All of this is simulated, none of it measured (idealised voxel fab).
The following is a process module called voxel gate over fins.
The cross-section on display is named cut; it measures 215 nm wide, and its cells are 5 nm squares.
Notation: cross-section as square-cell grid; stated in bands, top first, going down; one or more cell rows per band. The band entry comprises the height of the band's top followed by the height of its bottom, expressed in nm, and subsequently the band's materials from left to right, each stated together with its width in nm. Where a single material is marked with the word "full width", that material fills the band from edge to edge. The word "blank" represents empty space. Height reference: 0 = level under which incoming wafer is all one material. Lowest band: no bottom, runs on downward, e.g. "0 -> down". With a width like "30 to 40", each row of cells in the band differs from the next by the same amount, the top row carrying the first number and the bottom row the second. Where a step carries "nothing altered", the cross-section came out of it unchanged, cell for cell. "Sealed internal voids" enumerates empty spaces isolated from the top, with no open way to it, that contain at least 8 cells, giving each as width x height at distance from the left edge, all three in nm. Where a step's line continues beyond its settings, the continuation is a remark by the simulator itself on that step. Each step line may optionally specify "overlay nm", which for a step with a mask gives the rightward distance between the mask's planned place and where it lay, a negative value indicating the leftward direction. From here on the document is pairs. In a pair, the cross-section before one process step comes with the cross-section after it, and the latter goes no deeper than the lowest band that changed. What lies in between, the step and its settings, is written under the pair. A pair may be from a different run of this module on the same starting wafer than the pair above it, so it continues from that pair only where its entry headed "Before processing" says so.
Before processing
0 -> down | Si full width
Sealed internal voids: none
Cross-Section After Step
5 -> 0 | SiN full width
No changes below 0.
Sealed internal voids: none
Step applied between the pre-step and post-step cross-sections shown above: CONFORMAL_DEP (material SiN; thk nm 5)
Before processing: look at the pair above, its after cross-section is where this step starts.
Cross-Section After Step
25 -> 5 | blank 25 nm, resist 15 nm, blank 35 nm, resist 15 nm, blank 35 nm, resist 15 nm, blank 35 nm, resist 15 nm, blank 25 nm
No changes below 5.
Sealed internal voids: none
Step applied between the pre-step and post-step cross-sections shown above: PATTERN (tone cover; mask id FINS; material resist; width nm 15; pitch nm 50; thk nm 20; overlay nm 0)
Before processing: look at the pair above, its after cross-section is where this step starts.
Cross-Section After Step
25 -> 5 | blank 25 nm, resist 15 nm, blank 35 nm, resist 15 nm, blank 35 nm, resist 15 nm, blank 35 nm, resist 15 nm, blank 25 nm
5 -> 0 | blank 25 nm, SiN 15 nm, blank 35 nm, SiN 15 nm, blank 35 nm, SiN 15 nm, blank 35 nm, SiN 15 nm, blank 25 nm
No changes below 0.
Sealed internal voids: none
Step applied between the pre-step and post-step cross-sections shown above: DIRECTIONAL_ETCH (etch materials SiN; depth nm 5)
Before processing: look at the pair above, its after cross-section is where this step starts.
Cross-Section After Step
25 -> 5 | blank 25 nm, resist 15 nm, blank 35 nm, resist 15 nm, blank 35 nm, resist 15 nm, blank 35 nm, resist 15 nm, blank 25 nm
5 -> 0 | blank 25 nm, SiN 15 nm, blank 35 nm, SiN 15 nm, blank 35 nm, SiN 15 nm, blank 35 nm, SiN 15 nm, blank 25 nm
0 -> -40 | blank 25 nm, Si 15 nm, blank 35 nm, Si 15 nm, blank 35 nm, Si 15 nm, blank 35 nm, Si 15 nm, blank 25 nm
No changes below -40.
Sealed internal voids: none
Step applied between the pre-step and post-step cross-sections shown above: DIRECTIONAL_ETCH (etch materials Si; depth nm 40)
Before processing: look at the pair above, its after cross-section is where this step starts.
Cross-Section After Step
5 -> 0 | blank 25 nm, SiN 15 nm, blank 35 nm, SiN 15 nm, blank 35 nm, SiN 15 nm, blank 35 nm, SiN 15 nm, blank 25 nm
No changes below 0.
Sealed internal voids: none
Step applied between the pre-step and post-step cross-sections shown above: STRIP (etch materials resist)
Before processing: look at the pair above, its after cross-section is where this step starts.
Cross-Section After Step
10 -> 5 | SiO2 full width
5 -> 0 | SiO2 25 nm, SiN 15 nm, SiO2 35 nm, SiN 15 nm, SiO2 35 nm, SiN 15 nm, SiO2 35 nm, SiN 15 nm, SiO2 25 nm
0 -> -40 | SiO2 25 nm, Si 15 nm, SiO2 35 nm, Si 15 nm, SiO2 35 nm, Si 15 nm, SiO2 35 nm, Si 15 nm, SiO2 25 nm
No changes below -40.
Sealed internal voids: none
Step applied between the pre-step and post-step cross-sections shown above: FILL_DEP (material SiO2; thk nm 5)
Before processing: look at the pair above, its after cross-section is where this step starts.
Cross-Section After Step
5 -> 0 | SiO2 25 nm, SiN 15 nm, SiO2 35 nm, SiN 15 nm, SiO2 35 nm, SiN 15 nm, SiO2 35 nm, SiN 15 nm, SiO2 25 nm
No changes below 0.
Sealed internal voids: none
Step applied between the pre-step and post-step cross-sections shown above: CMP (height nm 5)
Before processing: look at the pair above, its after cross-section is where this step starts.
Cross-Section After Step
25 -> 5 | resist 50 nm, blank 15 nm, resist 150 nm
No changes below 5.
Sealed internal voids: none
Step applied between the pre-step and post-step cross-sections shown above: PATTERN (tone open; mask id RAIL; material resist; width nm 15; thk nm 20; overlay nm 0)
Before processing: look at the pair above, its after cross-section is where this step starts.
Cross-Section After Step
25 -> 5 | resist 50 nm, blank 15 nm, resist 150 nm
5 -> 0 | SiO2 25 nm, SiN 15 nm, SiO2 10 nm, blank 15 nm, SiO2 10 nm, SiN 15 nm, SiO2 35 nm, SiN 15 nm, SiO2 35 nm, SiN 15 nm, SiO2 25 nm
0 -> -35 | SiO2 25 nm, Si 15 nm, SiO2 10 nm, blank 15 nm, SiO2 10 nm, Si 15 nm, SiO2 35 nm, Si 15 nm, SiO2 35 nm, Si 15 nm, SiO2 25 nm
No changes below -35.
Sealed internal voids: none
Step applied between the pre-step and post-step cross-sections shown above: DIRECTIONAL_ETCH (etch materials SiO2; depth nm 40)
Before processing: look at the pair above, its after cross-section is where this step starts.
Cross-Section After Step
5 -> 0 | SiO2 25 nm, SiN 15 nm, SiO2 10 nm, blank 15 nm, SiO2 10 nm, SiN 15 nm, SiO2 35 nm, SiN 15 nm, SiO2 35 nm, SiN 15 nm, SiO2 25 nm
No changes below 0.
Sealed internal voids: none
Step applied between the pre-step and post-step cross-sections shown above: STRIP (etch materials resist)
Before processing: look at the pair above, its after cross-section is where this step starts.
Cross-Section After Step
10 -> 5 | TiN 55 nm, blank 5 nm, TiN 155 nm
5 -> 0 | SiO2 25 nm, SiN 15 nm, SiO2 10 nm, TiN 5 nm, blank 5 nm, TiN 5 nm, SiO2 10 nm, SiN 15 nm, SiO2 35 nm, SiN 15 nm, SiO2 35 nm, SiN 15 nm, SiO2 25 nm
0 -> -30 | SiO2 25 nm, Si 15 nm, SiO2 10 nm, TiN 5 nm, blank 5 nm, TiN 5 nm, SiO2 10 nm, Si 15 nm, SiO2 35 nm, Si 15 nm, SiO2 35 nm, Si 15 nm, SiO2 25 nm
-30 -> -35 | SiO2 25 nm, Si 15 nm, SiO2 10 nm, TiN 15 nm, SiO2 10 nm, Si 15 nm, SiO2 35 nm, Si 15 nm, SiO2 35 nm, Si 15 nm, SiO2 25 nm
No changes below -35.
Sealed internal voids: none
Step applied between the pre-step and post-step cross-sections shown above: CONFORMAL_DEP (material TiN; thk nm 5)
Before processing: look at the pair above, its after cross-section is where this step starts.
Cross-Section After Step
20 -> 10 | Ru full width
10 -> 5 | TiN 55 nm, Ru 5 nm, TiN 155 nm
5 -> 0 | SiO2 25 nm, SiN 15 nm, SiO2 10 nm, TiN 5 nm, Ru 5 nm, TiN 5 nm, SiO2 10 nm, SiN 15 nm, SiO2 35 nm, SiN 15 nm, SiO2 35 nm, SiN 15 nm, SiO2 25 nm
0 -> -30 | SiO2 25 nm, Si 15 nm, SiO2 10 nm, TiN 5 nm, Ru 5 nm, TiN 5 nm, SiO2 10 nm, Si 15 nm, SiO2 35 nm, Si 15 nm, SiO2 35 nm, Si 15 nm, SiO2 25 nm
No changes below -30.
Sealed internal voids: none
Step applied between the pre-step and post-step cross-sections shown above: FILL_DEP (material Ru; thk nm 10)
Before processing: look at the pair above, its after cross-section is where this step starts.
Cross-Section After Step
5 -> 0 | SiO2 25 nm, SiN 15 nm, SiO2 10 nm, TiN 5 nm, Ru 5 nm, TiN 5 nm, SiO2 10 nm, SiN 15 nm, SiO2 35 nm, SiN 15 nm, SiO2 35 nm, SiN 15 nm, SiO2 25 nm
No changes below 0.
Sealed internal voids: none
Step applied between the pre-step and post-step cross-sections shown above: CMP (height nm 5)
Before processing: look at the pair above, its after cross-section is where this step starts.
Cross-Section After Step
5 -> 0 | SiO2 25 nm, SiN 15 nm, SiO2 10 nm, blank 15 nm, SiO2 10 nm, SiN 15 nm, SiO2 35 nm, SiN 15 nm, SiO2 35 nm, SiN 15 nm, SiO2 25 nm
0 -> -20 | SiO2 25 nm, Si 15 nm, SiO2 10 nm, blank 15 nm, SiO2 10 nm, Si 15 nm, SiO2 35 nm, Si 15 nm, SiO2 35 nm, Si 15 nm, SiO2 25 nm
No changes below -20.
Sealed internal voids: none
Step applied between the pre-step and post-step cross-sections shown above: SELECTIVE_ETCH (etch materials W Ru TiN; depth nm 25)
Before processing: look at the pair above, its after cross-section is where this step starts.
Cross-Section After Step
10 -> 5 | SiO2 full width
5 -> 0 | SiO2 25 nm, SiN 15 nm, SiO2 35 nm, SiN 15 nm, SiO2 35 nm, SiN 15 nm, SiO2 35 nm, SiN 15 nm, SiO2 25 nm
0 -> -20 | SiO2 25 nm, Si 15 nm, SiO2 35 nm, Si 15 nm, SiO2 35 nm, Si 15 nm, SiO2 35 nm, Si 15 nm, SiO2 25 nm
No changes below -20.
Sealed internal voids: none
Step applied between the pre-step and post-step cross-sections shown above: FILL_DEP (material SiO2; thk nm 5)
Before processing: look at the pair above, its after cross-section is where this step starts.
Cross-Section After Step
5 -> 0 | SiO2 25 nm, SiN 15 nm, SiO2 35 nm, SiN 15 nm, SiO2 35 nm, SiN 15 nm, SiO2 35 nm, SiN 15 nm, SiO2 25 nm
No changes below 0.
Sealed internal voids: none
Step applied between the pre-step and post-step cross-sections shown above: CMP (height nm 5)
Before processing: look at the pair above, its after cross-section is where this step starts.
Cross-Section After Step
5 -> 0 | blank 25 nm, SiN 15 nm, blank 35 nm, SiN 15 nm, blank 35 nm, SiN 15 nm, blank 35 nm, SiN 15 nm, blank 25 nm
0 -> -10 | blank 25 nm, Si 15 nm, blank 35 nm, Si 15 nm, blank 35 nm, Si 15 nm, blank 35 nm, Si 15 nm, blank 25 nm
No changes below -10.
Sealed internal voids: none
Step applied between the pre-step and post-step cross-sections shown above: SELECTIVE_ETCH (etch materials SiO2; depth nm 15)
Before processing: look at the pair above, its after cross-section is where this step starts.
Cross-Section After Step
0 -> -10 | blank 25 nm, Si 15 nm, blank 35 nm, Si 15 nm, blank 35 nm, Si 15 nm, blank 35 nm, Si 15 nm, blank 25 nm
No changes below -10.
Sealed internal voids: none
Step applied between the pre-step and post-step cross-sections shown above: STRIP (etch materials SiN)
Before processing: look at the pair above, its after cross-section is where this step starts.
Cross-Section After Step
5 -> 0 | blank 20 nm, HfO2 25 nm, blank 25 nm, HfO2 25 nm, blank 25 nm, HfO2 25 nm, blank 25 nm, HfO2 25 nm, blank 20 nm
0 -> -5 | blank 20 nm, HfO2 5 nm, Si 15 nm, HfO2 5 nm, blank 25 nm, HfO2 5 nm, Si 15 nm, HfO2 5 nm, blank 25 nm, HfO2 5 nm, Si 15 nm, HfO2 5 nm, blank 25 nm, HfO2 5 nm, Si 15 nm, HfO2 5 nm, blank 20 nm
-5 -> -10 | HfO2 25 nm, Si 15 nm, HfO2 35 nm, Si 15 nm, HfO2 35 nm, Si 15 nm, HfO2 35 nm, Si 15 nm, HfO2 25 nm
No changes below -10.
Sealed internal voids: none
Step applied between the pre-step and post-step cross-sections shown above: CONFORMAL_DEP (material HfO2; thk nm 5)
Before processing: look at the pair above, its after cross-section is where this step starts.
Cross-Section After Step
10 -> 5 | blank 15 nm, TiN 35 nm, blank 15 nm, TiN 35 nm, blank 15 nm, TiN 35 nm, blank 15 nm, TiN 35 nm, blank 15 nm
5 -> 0 | blank 15 nm, TiN 5 nm, HfO2 25 nm, TiN 5 nm, blank 15 nm, TiN 5 nm, HfO2 25 nm, TiN 5 nm, blank 15 nm, TiN 5 nm, HfO2 25 nm, TiN 5 nm, blank 15 nm, TiN 5 nm, HfO2 25 nm, TiN 5 nm, blank 15 nm
0 -> -5 | TiN 20 nm, HfO2 5 nm, Si 15 nm, HfO2 5 nm, TiN 25 nm, HfO2 5 nm, Si 15 nm, HfO2 5 nm, TiN 25 nm, HfO2 5 nm, Si 15 nm, HfO2 5 nm, TiN 25 nm, HfO2 5 nm, Si 15 nm, HfO2 5 nm, TiN 20 nm
No changes below -5.
Sealed internal voids: none
Step applied between the pre-step and post-step cross-sections shown above: CONFORMAL_DEP (material TiN; thk nm 5)
Before processing: look at the pair above, its after cross-section is where this step starts.
Cross-Section After Step
15 -> 10 | blank 10 nm, TiAl 45 nm, blank 5 nm, TiAl 45 nm, blank 5 nm, TiAl 45 nm, blank 5 nm, TiAl 45 nm, blank 10 nm
10 -> 5 | blank 10 nm, TiAl 5 nm, TiN 35 nm, TiAl 5 nm, blank 5 nm, TiAl 5 nm, TiN 35 nm, TiAl 5 nm, blank 5 nm, TiAl 5 nm, TiN 35 nm, TiAl 5 nm, blank 5 nm, TiAl 5 nm, TiN 35 nm, TiAl 5 nm, blank 10 nm
5 -> 0 | TiAl 15 nm, TiN 5 nm, HfO2 25 nm, TiN 5 nm, TiAl 15 nm, TiN 5 nm, HfO2 25 nm, TiN 5 nm, TiAl 15 nm, TiN 5 nm, HfO2 25 nm, TiN 5 nm, TiAl 15 nm, TiN 5 nm, HfO2 25 nm, TiN 5 nm, TiAl 15 nm
No changes below 0.
Sealed internal voids: none
Step applied between the pre-step and post-step cross-sections shown above: CONFORMAL_DEP (material TiAl; thk nm 5)
Before processing: look at the pair above, its after cross-section is where this step starts.
Cross-Section After Step
20 -> 15 | blank 5 nm, TiN 205 nm, blank 5 nm
15 -> 10 | blank 5 nm, TiN 5 nm, TiAl 45 nm, TiN 5 nm, TiAl 45 nm, TiN 5 nm, TiAl 45 nm, TiN 5 nm, TiAl 45 nm, TiN 5 nm, blank 5 nm
10 -> 5 | TiN 10 nm, TiAl 5 nm, TiN 35 nm, TiAl 5 nm, TiN 5 nm, TiAl 5 nm, TiN 35 nm, TiAl 5 nm, TiN 5 nm, TiAl 5 nm, TiN 35 nm, TiAl 5 nm, TiN 5 nm, TiAl 5 nm, TiN 35 nm, TiAl 5 nm, TiN 10 nm
No changes below 5.
Sealed internal voids: none
Step applied between the pre-step and post-step cross-sections shown above: CONFORMAL_DEP (material TiN; thk nm 5)
Before processing: look at the pair above, its after cross-section is where this step starts.
Cross-Section After Step
30 -> 20 | W full width
20 -> 15 | W 5 nm, TiN 205 nm, W 5 nm
15 -> 10 | W 5 nm, TiN 5 nm, TiAl 45 nm, TiN 5 nm, TiAl 45 nm, TiN 5 nm, TiAl 45 nm, TiN 5 nm, TiAl 45 nm, TiN 5 nm, W 5 nm
No changes below 10.
Sealed internal voids: none
Step applied between the pre-step and post-step cross-sections shown above: FILL_DEP (material W; thk nm 10)
Before processing: look at the pair above, its after cross-section is where this step starts.
Cross-Section After Step
25 -> 20 | W full width
No changes below 20.
Sealed internal voids: none
Step applied between the pre-step and post-step cross-sections shown above: CMP (height nm 25)
Before processing: look at the pair above, its after cross-section is where this step starts.
Cross-Section After Step
30 -> 25 | SiN full width
No changes below 25.
Sealed internal voids: none
Step applied between the pre-step and post-step cross-sections shown above: CONFORMAL_DEP (material SiN; thk nm 5)
Before processing
10 -> 5 | blank 15 nm, TiN 35 nm, blank 15 nm, TiN 35 nm, blank 15 nm, TiN 35 nm, blank 15 nm, TiN 35 nm, blank 15 nm
5 -> 0 | blank 15 nm, TiN 5 nm, HfO2 25 nm, TiN 5 nm, blank 15 nm, TiN 5 nm, HfO2 25 nm, TiN 5 nm, blank 15 nm, TiN 5 nm, HfO2 25 nm, TiN 5 nm, blank 15 nm, TiN 5 nm, HfO2 25 nm, TiN 5 nm, blank 15 nm
0 -> -5 | TiN 20 nm, HfO2 5 nm, Si 15 nm, HfO2 5 nm, TiN 25 nm, HfO2 5 nm, Si 15 nm, HfO2 5 nm, TiN 25 nm, HfO2 5 nm, Si 15 nm, HfO2 5 nm, TiN 25 nm, HfO2 5 nm, Si 15 nm, HfO2 5 nm, TiN 20 nm
-5 -> -10 | HfO2 25 nm, Si 15 nm, HfO2 35 nm, Si 15 nm, HfO2 35 nm, Si 15 nm, HfO2 35 nm, Si 15 nm, HfO2 25 nm
-10 -> -20 | SiO2 25 nm, Si 15 nm, SiO2 35 nm, Si 15 nm, SiO2 35 nm, Si 15 nm, SiO2 35 nm, Si 15 nm, SiO2 25 nm
-20 -> -30 | SiO2 25 nm, Si 15 nm, SiO2 10 nm, TiN 5 nm, Ru 5 nm, TiN 5 nm, SiO2 10 nm, Si 15 nm, SiO2 35 nm, Si 15 nm, SiO2 35 nm, Si 15 nm, SiO2 25 nm
-30 -> -35 | SiO2 25 nm, Si 15 nm, SiO2 10 nm, TiN 15 nm, SiO2 10 nm, Si 15 nm, SiO2 35 nm, Si 15 nm, SiO2 35 nm, Si 15 nm, SiO2 25 nm
-35 -> -40 | SiO2 25 nm, Si 15 nm, SiO2 35 nm, Si 15 nm, SiO2 35 nm, Si 15 nm, SiO2 35 nm, Si 15 nm, SiO2 25 nm
-40 -> down | Si full width
Sealed internal voids: none
Cross-Section After Step
15 -> 5 | blank 10 nm, TiN 45 nm, blank 5 nm, TiN 45 nm, blank 5 nm, TiN 45 nm, blank 5 nm, TiN 45 nm, blank 10 nm
5 -> 0 | TiN 20 nm, HfO2 25 nm, TiN 25 nm, HfO2 25 nm, TiN 25 nm, HfO2 25 nm, TiN 25 nm, HfO2 25 nm, TiN 20 nm
No changes below 0.
Sealed internal voids: none
Step applied between the pre-step and post-step cross-sections shown above: CONFORMAL_DEP (material TiN; thk nm 5)
Before processing: look at the pair above, its after cross-section is where this step starts.
Cross-Section After Step
25 -> 15 | W full width
15 -> 5 | W 10 nm, TiN 45 nm, W 5 nm, TiN 45 nm, W 5 nm, TiN 45 nm, W 5 nm, TiN 45 nm, W 10 nm
No changes below 5.
Sealed internal voids: none
Step applied between the pre-step and post-step cross-sections shown above: FILL_DEP (material W; thk nm 10)
Before processing: look at the pair above, its after cross-section is where this step starts.
Cross-Section After Step
30 -> 25 | SiN full width
No changes below 25.
Sealed internal voids: none
Step applied between the pre-step and post-step cross-sections shown above: CONFORMAL_DEP (material SiN; thk nm 5)
Before processing
5 -> 0 | blank 25 nm, SiN 15 nm, blank 35 nm, SiN 15 nm, blank 35 nm, SiN 15 nm, blank 35 nm, SiN 15 nm, blank 25 nm
0 -> -10 | blank 25 nm, Si 15 nm, blank 35 nm, Si 15 nm, blank 35 nm, Si 15 nm, blank 35 nm, Si 15 nm, blank 25 nm
-10 -> -20 | SiO2 25 nm, Si 15 nm, SiO2 35 nm, Si 15 nm, SiO2 35 nm, Si 15 nm, SiO2 35 nm, Si 15 nm, SiO2 25 nm
-20 -> -30 | SiO2 25 nm, Si 15 nm, SiO2 10 nm, TiN 5 nm, Ru 5 nm, TiN 5 nm, SiO2 10 nm, Si 15 nm, SiO2 35 nm, Si 15 nm, SiO2 35 nm, Si 15 nm, SiO2 25 nm
-30 -> -35 | SiO2 25 nm, Si 15 nm, SiO2 10 nm, TiN 15 nm, SiO2 10 nm, Si 15 nm, SiO2 35 nm, Si 15 nm, SiO2 35 nm, Si 15 nm, SiO2 25 nm
-35 -> -40 | SiO2 25 nm, Si 15 nm, SiO2 35 nm, Si 15 nm, SiO2 35 nm, Si 15 nm, SiO2 35 nm, Si 15 nm, SiO2 25 nm
-40 -> down | Si full width
Sealed internal voids: none
Cross-Section After Step
5 -> 0 | blank 25 nm, SiN 15 nm, blank 35 nm, SiN 15 nm, blank 35 nm, SiN 15 nm, blank 35 nm, SiN 15 nm, blank 25 nm
0 -> -20 | blank 25 nm, Si 15 nm, blank 35 nm, Si 15 nm, blank 35 nm, Si 15 nm, blank 35 nm, Si 15 nm, blank 25 nm
-20 -> -25 | blank 25 nm, Si 15 nm, blank 10 nm, TiN 5 nm, Ru 5 nm, TiN 5 nm, blank 10 nm, Si 15 nm, blank 35 nm, Si 15 nm, blank 35 nm, Si 15 nm, blank 25 nm
No changes below -25.
Sealed internal voids: none
Step applied between the pre-step and post-step cross-sections shown above: SELECTIVE_ETCH (etch materials SiO2; depth nm 15)
Before processing: look at the pair above, its after cross-section is where this step starts.
Cross-Section After Step
0 -> -20 | blank 25 nm, Si 15 nm, blank 35 nm, Si 15 nm, blank 35 nm, Si 15 nm, blank 35 nm, Si 15 nm, blank 25 nm
No changes below -20.
Sealed internal voids: none
Step applied between the pre-step and post-step cross-sections shown above: STRIP (etch materials SiN)
Before processing: look at the pair above, its after cross-section is where this step starts.
Cross-Section After Step
5 -> 0 | blank 20 nm, HfO2 25 nm, blank 25 nm, HfO2 25 nm, blank 25 nm, HfO2 25 nm, blank 25 nm, HfO2 25 nm, blank 20 nm
0 -> -15 | blank 20 nm, HfO2 5 nm, Si 15 nm, HfO2 5 nm, blank 25 nm, HfO2 5 nm, Si 15 nm, HfO2 5 nm, blank 25 nm, HfO2 5 nm, Si 15 nm, HfO2 5 nm, blank 25 nm, HfO2 5 nm, Si 15 nm, HfO2 5 nm, blank 20 nm
-15 -> -20 | blank 20 nm, HfO2 5 nm, Si 15 nm, HfO2 35 nm, Si 15 nm, HfO2 5 nm, blank 25 nm, HfO2 5 nm, Si 15 nm, HfO2 5 nm, blank 25 nm, HfO2 5 nm, Si 15 nm, HfO2 5 nm, blank 20 nm
-20 -> -25 | HfO2 25 nm, Si 15 nm, HfO2 10 nm, TiN 5 nm, Ru 5 nm, TiN 5 nm, HfO2 10 nm, Si 15 nm, HfO2 35 nm, Si 15 nm, HfO2 35 nm, Si 15 nm, HfO2 25 nm
No changes below -25.
Sealed internal voids: none
Step applied between the pre-step and post-step cross-sections shown above: CONFORMAL_DEP (material HfO2; thk nm 5)
Before processing: look at the pair above, its after cross-section is where this step starts.
Cross-Section After Step
10 -> 5 | blank 15 nm, TiN 35 nm, blank 15 nm, TiN 35 nm, blank 15 nm, TiN 35 nm, blank 15 nm, TiN 35 nm, blank 15 nm
5 -> 0 | blank 15 nm, TiN 5 nm, HfO2 25 nm, TiN 5 nm, blank 15 nm, TiN 5 nm, HfO2 25 nm, TiN 5 nm, blank 15 nm, TiN 5 nm, HfO2 25 nm, TiN 5 nm, blank 15 nm, TiN 5 nm, HfO2 25 nm, TiN 5 nm, blank 15 nm
0 -> -10 | blank 15 nm, TiN 5 nm, HfO2 5 nm, Si 15 nm, HfO2 5 nm, TiN 5 nm, blank 15 nm, TiN 5 nm, HfO2 5 nm, Si 15 nm, HfO2 5 nm, TiN 5 nm, blank 15 nm, TiN 5 nm, HfO2 5 nm, Si 15 nm, HfO2 5 nm, TiN 5 nm, blank 15 nm, TiN 5 nm, HfO2 5 nm, Si 15 nm, HfO2 5 nm, TiN 5 nm, blank 15 nm
-10 -> -15 | blank 15 nm, TiN 5 nm, HfO2 5 nm, Si 15 nm, HfO2 5 nm, TiN 25 nm, HfO2 5 nm, Si 15 nm, HfO2 5 nm, TiN 5 nm, blank 15 nm, TiN 5 nm, HfO2 5 nm, Si 15 nm, HfO2 5 nm, TiN 5 nm, blank 15 nm, TiN 5 nm, HfO2 5 nm, Si 15 nm, HfO2 5 nm, TiN 5 nm, blank 15 nm
-15 -> -20 | TiN 20 nm, HfO2 5 nm, Si 15 nm, HfO2 35 nm, Si 15 nm, HfO2 5 nm, TiN 25 nm, HfO2 5 nm, Si 15 nm, HfO2 5 nm, TiN 25 nm, HfO2 5 nm, Si 15 nm, HfO2 5 nm, TiN 20 nm
No changes below -20.
Sealed internal voids: none
Step applied between the pre-step and post-step cross-sections shown above: CONFORMAL_DEP (material TiN; thk nm 5)
Before processing: look at the pair above, its after cross-section is where this step starts.
Cross-Section After Step
15 -> 10 | blank 10 nm, TiAl 45 nm, blank 5 nm, TiAl 45 nm, blank 5 nm, TiAl 45 nm, blank 5 nm, TiAl 45 nm, blank 10 nm
10 -> 5 | blank 10 nm, TiAl 5 nm, TiN 35 nm, TiAl 5 nm, blank 5 nm, TiAl 5 nm, TiN 35 nm, TiAl 5 nm, blank 5 nm, TiAl 5 nm, TiN 35 nm, TiAl 5 nm, blank 5 nm, TiAl 5 nm, TiN 35 nm, TiAl 5 nm, blank 10 nm
5 -> 0 | blank 10 nm, TiAl 5 nm, TiN 5 nm, HfO2 25 nm, TiN 5 nm, TiAl 5 nm, blank 5 nm, TiAl 5 nm, TiN 5 nm, HfO2 25 nm, TiN 5 nm, TiAl 5 nm, blank 5 nm, TiAl 5 nm, TiN 5 nm, HfO2 25 nm, TiN 5 nm, TiAl 5 nm, blank 5 nm, TiAl 5 nm, TiN 5 nm, HfO2 25 nm, TiN 5 nm, TiAl 5 nm, blank 10 nm
0 -> -5 | blank 10 nm, TiAl 5 nm, TiN 5 nm, HfO2 5 nm, Si 15 nm, HfO2 5 nm, TiN 5 nm, TiAl 5 nm, blank 5 nm, TiAl 5 nm, TiN 5 nm, HfO2 5 nm, Si 15 nm, HfO2 5 nm, TiN 5 nm, TiAl 5 nm, blank 5 nm, TiAl 5 nm, TiN 5 nm, HfO2 5 nm, Si 15 nm, HfO2 5 nm, TiN 5 nm, TiAl 5 nm, blank 5 nm, TiAl 5 nm, TiN 5 nm, HfO2 5 nm, Si 15 nm, HfO2 5 nm, TiN 5 nm, TiAl 5 nm, blank 10 nm
-5 -> -10 | blank 10 nm, TiAl 5 nm, TiN 5 nm, HfO2 5 nm, Si 15 nm, HfO2 5 nm, TiN 5 nm, TiAl 15 nm, TiN 5 nm, HfO2 5 nm, Si 15 nm, HfO2 5 nm, TiN 5 nm, TiAl 5 nm, blank 5 nm, TiAl 5 nm, TiN 5 nm, HfO2 5 nm, Si 15 nm, HfO2 5 nm, TiN 5 nm, TiAl 5 nm, blank 5 nm, TiAl 5 nm, TiN 5 nm, HfO2 5 nm, Si 15 nm, HfO2 5 nm, TiN 5 nm, TiAl 5 nm, blank 10 nm
-10 -> -15 | TiAl 15 nm, TiN 5 nm, HfO2 5 nm, Si 15 nm, HfO2 5 nm, TiN 25 nm, HfO2 5 nm, Si 15 nm, HfO2 5 nm, TiN 5 nm, TiAl 15 nm, TiN 5 nm, HfO2 5 nm, Si 15 nm, HfO2 5 nm, TiN 5 nm, TiAl 15 nm, TiN 5 nm, HfO2 5 nm, Si 15 nm, HfO2 5 nm, TiN 5 nm, TiAl 15 nm
No changes below -15.
Sealed internal voids: none
Step applied between the pre-step and post-step cross-sections shown above: CONFORMAL_DEP (material TiAl; thk nm 5)
Before processing: look at the pair above, its after cross-section is where this step starts.
Cross-Section After Step
20 -> 15 | blank 5 nm, TiN 205 nm, blank 5 nm
15 -> 10 | blank 5 nm, TiN 5 nm, TiAl 45 nm, TiN 5 nm, TiAl 45 nm, TiN 5 nm, TiAl 45 nm, TiN 5 nm, TiAl 45 nm, TiN 5 nm, blank 5 nm
10 -> 5 | blank 5 nm, TiN 5 nm, TiAl 5 nm, TiN 35 nm, TiAl 5 nm, TiN 5 nm, TiAl 5 nm, TiN 35 nm, TiAl 5 nm, TiN 5 nm, TiAl 5 nm, TiN 35 nm, TiAl 5 nm, TiN 5 nm, TiAl 5 nm, TiN 35 nm, TiAl 5 nm, TiN 5 nm, blank 5 nm
5 -> 0 | blank 5 nm, TiN 5 nm, TiAl 5 nm, TiN 5 nm, HfO2 25 nm, TiN 5 nm, TiAl 5 nm, TiN 5 nm, TiAl 5 nm, TiN 5 nm, HfO2 25 nm, TiN 5 nm, TiAl 5 nm, TiN 5 nm, TiAl 5 nm, TiN 5 nm, HfO2 25 nm, TiN 5 nm, TiAl 5 nm, TiN 5 nm, TiAl 5 nm, TiN 5 nm, HfO2 25 nm, TiN 5 nm, TiAl 5 nm, TiN 5 nm, blank 5 nm
0 -> -5 | blank 5 nm, TiN 5 nm, TiAl 5 nm, TiN 5 nm, HfO2 5 nm, Si 15 nm, HfO2 5 nm, TiN 5 nm, TiAl 5 nm, TiN 5 nm, TiAl 5 nm, TiN 5 nm, HfO2 5 nm, Si 15 nm, HfO2 5 nm, TiN 5 nm, TiAl 5 nm, TiN 5 nm, TiAl 5 nm, TiN 5 nm, HfO2 5 nm, Si 15 nm, HfO2 5 nm, TiN 5 nm, TiAl 5 nm, TiN 5 nm, TiAl 5 nm, TiN 5 nm, HfO2 5 nm, Si 15 nm, HfO2 5 nm, TiN 5 nm, TiAl 5 nm, TiN 5 nm, blank 5 nm
-5 -> -10 | TiN 10 nm, TiAl 5 nm, TiN 5 nm, HfO2 5 nm, Si 15 nm, HfO2 5 nm, TiN 5 nm, TiAl 15 nm, TiN 5 nm, HfO2 5 nm, Si 15 nm, HfO2 5 nm, TiN 5 nm, TiAl 5 nm, TiN 5 nm, TiAl 5 nm, TiN 5 nm, HfO2 5 nm, Si 15 nm, HfO2 5 nm, TiN 5 nm, TiAl 5 nm, TiN 5 nm, TiAl 5 nm, TiN 5 nm, HfO2 5 nm, Si 15 nm, HfO2 5 nm, TiN 5 nm, TiAl 5 nm, TiN 10 nm
No changes below -10.
Sealed internal voids: none
Step applied between the pre-step and post-step cross-sections shown above: CONFORMAL_DEP (material TiN; thk nm 5)
